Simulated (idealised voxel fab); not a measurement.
process module | voxel air gaps
cross-section cut | 185 nm wide | cells 5 nm
A cross-section is a grid of square cells, given in bands from the top down. A band is one or more rows of cells.
Each band's line starts with the height of the band's top and of its bottom, in nm. Then come its materials from left to right, each with its width in nm. One material with "throughout" fills the band from edge to edge. "air" is empty space.
Height 0 is the level under which the wafer as received is all one material. The lowest band goes on downwards, as in "0 down".
A width such as "30 to 40" changes by the same amount from each row of cells to the next, from the band's top row to its bottom row.
"no change" after a step means that no cell of the cross-section changed.
closed voids: empty space of 8 cells or more with no open way to the top, each as width x height at its distance from the left edge, in nm
after a step's settings: what the simulator itself notes on the step
overlay nm, on a step with a mask: how far to the right of its planned place the mask lay; to the left if negative
plan
1 op RECEIVE | material Si
2 op CONFORMAL_DEP | material SiO2 | thk nm 10
3 op CONFORMAL_DEP | material SiN | thk nm 5
4 op DIRECTIONAL_DEP | material lowk | thk nm 40
5 op PATTERN | tone open | mask id LINES | material resist | width nm 15 | pitch nm 40 | thk nm 15 | overlay nm 0
6 op DIRECTIONAL_ETCH | etch materials lowk | depth nm 40
7 op STRIP | etch materials resist
8 op CONFORMAL_DEP | material TiN | thk nm 5
9 op FILL_DEP | material Ru | thk nm 10
10 op CMP | height nm 55
11 op EPI | material Ru | thk nm 10
12 op SELECTIVE_ETCH | etch materials lowk | depth nm 50
13 op CONFORMAL_DEP | material SiCN | thk nm 5
varied across the wafers: width nm of step 5. The plan shows the first wafer's value. All wafers start alike
first wafer as received, after step 1
  0 down: Si throughout
  closed voids: none
each wafer at the end: cells of each material gained (+) or lost (-) since it was received, then its closed voids
width nm 15 | +63 Ru | +113 SiCN | +37 SiN | +74 SiO2 | +51 TiN | closed voids: 15 x 30 at 65; 15 x 30 at 105
width nm 20 | +90 Ru | +65 SiCN | +37 SiN | +74 SiO2 | +54 TiN | +64 lowk | closed voids: none
width nm 25 | +113 Ru | +65 SiCN | +37 SiN | +74 SiO2 | +57 TiN | +48 lowk | closed voids: none
